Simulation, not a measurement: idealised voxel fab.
Module name: voxel self aligned vias (process module)
Cross-sectional view cut (width: 235 nm; square cell size: 5 nm).
In this document a cross-section is written as a grid of square cells. It is given as a series of bands, listed from the top down, and a band is one or more rows of cells.
Quick guide to a band line: top height, bottom height (nm) up front; then every material left to right with its width in nm. Only one material and it's marked "throughout"? Then it fills the band edge to edge. And "air" just means empty space.
Basically, 0 is our baseline, since under it the wafer straight out of the box is all one material. The bottom band has no lower end and keeps on going down, so it looks like "top 0, no bottom".
Read "30 to 40" as a graded width: first number on top, second number at the bottom, same change between each pair of neighbouring rows.
Given "no alterations made" for a step, no cell of the cross-section differs between before and after that step.
Empty spaces counting at least 8 cells and having no open way to the top are listed in "Sealed void list". The notation width x height at distance is used for each, the distance being from the left edge and all three values in nm.
Text after the settings on a step's line: the simulator's own remark on that step.
Regarding "overlay nm": on a step with a mask, it is the distance the mask lay to the right of its planned place; a negative value places it to the left.
THESE ARE THE STEPS WE PLANNED FOR THE PROCESS
1,RECEIVE [material Si]
2,CONFORMAL_DEP [material SiO2] [thk nm 15]
3,CONFORMAL_DEP [material SiCN] [thk nm 5]
4,DIRECTIONAL_DEP [material SiO2] [thk nm 30]
5,MASKED_ETCH [tone open] [mask id LINES] [width nm 30] [pitch nm 70] [etch materials SiO2] [depth nm 30] [overlay nm 0]
6,CONFORMAL_DEP [material TiN] [thk nm 5]
7,FILL_DEP [material W] [thk nm 10]
8,CMP [height nm 50]
9,SELECTIVE_ETCH [etch materials W Ru TiN] [depth nm 10]
10,FILL_DEP [material SiN] [thk nm 5]
11,CMP [height nm 50]
12,DIRECTIONAL_DEP [material SiO2] [thk nm 20]
13,PATTERN [tone open] [mask id VIAS] [material resist] [width nm 50] [pitch nm 140] [thk nm 20] [overlay nm 0]
14,DIRECTIONAL_ETCH [etch materials SiO2] [depth nm 20]
15,DIRECTIONAL_ETCH [etch materials SiN] [depth nm 10]
16,STRIP [etch materials resist]
17,CONFORMAL_DEP [material TiN] [thk nm 5]
18,FILL_DEP [material W] [thk nm 10]
19,CMP [height nm 70]
20,CONFORMAL_DEP [material SiN] [thk nm 5]
THE CROSS-SECTION HERE SHOWS THE WAFER AS RECEIVED, I.E. IN ITS STATE AFTER STEP 1
* top 0, no bottom | Si throughout
* Sealed void list: none
SAME STARTING WAFER, SAME PLAN AS ABOVE, ONE MISTAKE IN THE EXECUTION; THIS IS THE CROSS-SECTION AT THE END OF THE MODULE
* top 75, bottom 70 | SiN throughout
* top 70, bottom 50 | SiO2: 20, TiN: 5, W: 40, TiN: 5, SiO2: 90, TiN: 5, W: 40, TiN: 5, SiO2: 25
* top 50, bottom 45 | SiN: 20, TiN: 15, W: 20, TiN: 15, SiN: 90, TiN: 15, W: 20, TiN: 15, SiN: 25
* top 45, bottom 40 | SiO2: 30, TiN: 30, SiO2: 40, SiN: 30, SiO2: 40, TiN: 30, SiO2: 35
* top 40, bottom 20 | SiO2: 30, TiN: 5, W: 20, TiN: 5, SiO2: 40, TiN: 5, W: 20, TiN: 5, SiO2: 40, TiN: 5, W: 20, TiN: 5, SiO2: 35
* top 20, bottom 15 | SiO2: 30, TiN: 30, SiO2: 40, TiN: 30, SiO2: 40, TiN: 30, SiO2: 35
* top 15, bottom 0 | SiO2 throughout
* top 0, no bottom | Si throughout
* Sealed void list: none
what went wrong: the plan's step 3 was left out and never carried out
